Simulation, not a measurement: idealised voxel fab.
process module | voxel ribs on slabs
cross-section cut | 270 nm wide | cells 5 nm
A cross-section is a grid of square cells, given in bands from the top down. A band is one or more rows of cells.
Each band's line starts with the height of the band's top and of its bottom, in nm. Then come its materials from left to right, each with its width in nm. One material with "throughout" fills the band from edge to edge. "air" is empty space.
Height 0 is the level under which the wafer as received is all one material. The lowest band goes on downwards, as in "0 down".
A width such as "30 to 40" changes by the same amount from each row of cells to the next, from the band's top row to its bottom row.
"no change" after a step means that no cell of the cross-section changed.
closed voids: empty space of 8 cells or more with no open way to the top, each as width x height at its distance from the left edge, in nm
after a step's settings: what the simulator itself notes on the step
overlay nm, on a step with a mask: how far to the right of its planned place the mask lay; to the left if negative
plan
1 op RECEIVE | material Si
2 op DIRECTIONAL_DEP | material SiO2 | thk nm 25
3 op DIRECTIONAL_DEP | material polySi | thk nm 15
4 op DIRECTIONAL_DEP | material aC | thk nm 15
5 op PATTERN | tone cover | mask id RIB | material resist | width nm 20 | thk nm 30 | overlay nm 0
6 op DIRECTIONAL_ETCH | etch materials aC | depth nm 15
7 op STRIP | etch materials resist
8 op DIRECTIONAL_ETCH | etch materials polySi | depth nm 10
9 op STRIP | etch materials aC
10 op MASKED_ETCH | tone cover | mask id SLAB | width nm 50 | etch materials polySi | depth nm 5 | overlay nm 0
11 op FILL_DEP | material SiO2 | thk nm 25
12 op CMP | height nm 55
13 op DIRECTIONAL_DEP | material W | thk nm 5
14 op DIRECTIONAL_DEP | material aC | thk nm 10
15 op PATTERN | tone cover | mask id HEATER | material resist | width nm 30 | thk nm 25 | overlay nm 0
16 op DIRECTIONAL_ETCH | etch materials aC | depth nm 10
17 op STRIP | etch materials resist
18 op DIRECTIONAL_ETCH | etch materials W | depth nm 5
19 op STRIP | etch materials aC
20 op CONFORMAL_DEP | material SiN | thk nm 10
first wafer, as planned
as received, after step 1
  0 down: Si throughout
  closed voids: none
after step 2
  25 to 0: SiO2 throughout
  below 0: unchanged
after step 3
  40 to 25: polySi throughout
  below 25: unchanged
after step 4
  55 to 40: aC throughout
  below 40: unchanged
after step 5
  85 to 55: air 125 | resist 20 | air 125
  below 55: unchanged
after step 6
  70 to 55: air 125 | resist 20 | air 125
  55 to 40: air 125 | aC 20 | air 125
  below 40: unchanged
after step 7
  55 to 40: air 125 | aC 20 | air 125
  below 40: unchanged
after step 8
  55 to 40: air 125 | aC 20 | air 125
  40 to 30: air 125 | polySi 20 | air 125
  below 30: unchanged
after step 9
  40 to 30: air 125 | polySi 20 | air 125
  below 30: unchanged
after step 10
  40 to 30: air 125 | polySi 20 | air 125
  30 to 25: air 110 | polySi 50 | air 110
  below 25: unchanged
after step 11
  65 to 40: SiO2 throughout
  40 to 30: SiO2 125 | polySi 20 | SiO2 125
  30 to 25: SiO2 110 | polySi 50 | SiO2 110
  below 25: unchanged
after step 12
  55 to 40: SiO2 throughout
  below 40: unchanged
after step 13
  60 to 55: W throughout
  below 55: unchanged
after step 14
  70 to 60: aC throughout
  below 60: unchanged
after step 15
  95 to 70: air 120 | resist 30 | air 120
  below 70: unchanged
after step 16
  85 to 70: air 120 | resist 30 | air 120
  70 to 60: air 120 | aC 30 | air 120
  below 60: unchanged
after step 17
  70 to 60: air 120 | aC 30 | air 120
  below 60: unchanged
after step 18
  70 to 60: air 120 | aC 30 | air 120
  60 to 55: air 120 | W 30 | air 120
  below 55: unchanged
after step 19
  60 to 55: air 120 | W 30 | air 120
  below 55: unchanged
after step 20
  70 to 65: air 110 | SiN 50 | air 110
  65 to 60: SiN throughout
  60 to 55: SiN 120 | W 30 | SiN 120
  below 55: unchanged
second wafer: like start, like plan, one mistake. Through step 2 it matches the first wafer
when step 3 should have ended
  55 to 25: polySi throughout
  below 25: unchanged
when step 4 should have ended
  70 to 55: aC throughout
  below 55: unchanged
when step 5 should have ended
  100 to 70: air 125 | resist 20 | air 125
  below 70: unchanged
when step 6 should have ended
  85 to 70: air 125 | resist 20 | air 125
  70 to 55: air 125 | aC 20 | air 125
  below 55: unchanged
when step 7 should have ended
  70 to 55: air 125 | aC 20 | air 125
  below 55: unchanged
when step 8 should have ended
  70 to 55: air 125 | aC 20 | air 125
  55 to 45: air 125 | polySi 20 | air 125
  below 45: unchanged
when step 9 should have ended
  55 to 45: air 125 | polySi 20 | air 125
  below 45: unchanged
when step 10 should have ended
  55 to 45: air 125 | polySi 20 | air 125
  45 to 40: air 110 | polySi 50 | air 110
  below 40: unchanged
when step 11 should have ended
  80 to 55: SiO2 throughout
  55 to 45: SiO2 125 | polySi 20 | SiO2 125
  45 to 40: SiO2 110 | polySi 50 | SiO2 110
  below 40: unchanged
when step 12 should have ended
  55 to 45: SiO2 125 | polySi 20 | SiO2 125
  below 45: unchanged
when step 13 should have ended
  60 to 55: W throughout
  below 55: unchanged
when step 14 should have ended
  70 to 60: aC throughout
  below 60: unchanged
when step 15 should have ended
  95 to 70: air 120 | resist 30 | air 120
  below 70: unchanged
when step 16 should have ended
  85 to 70: air 120 | resist 30 | air 120
  70 to 60: air 120 | aC 30 | air 120
  below 60: unchanged
when step 17 should have ended
  70 to 60: air 120 | aC 30 | air 120
  below 60: unchanged
when step 18 should have ended
  70 to 60: air 120 | aC 30 | air 120
  60 to 55: air 120 | W 30 | air 120
  below 55: unchanged
when step 19 should have ended
  60 to 55: air 120 | W 30 | air 120
  below 55: unchanged
when step 20 should have ended
  70 to 65: air 110 | SiN 50 | air 110
  65 to 60: SiN throughout
  60 to 55: SiN 120 | W 30 | SiN 120
  below 55: unchanged
what went wrong: step 3 was run twice
at the end the second wafer has, in cells: 162 fewer of SiO2 | 162 more of polySi
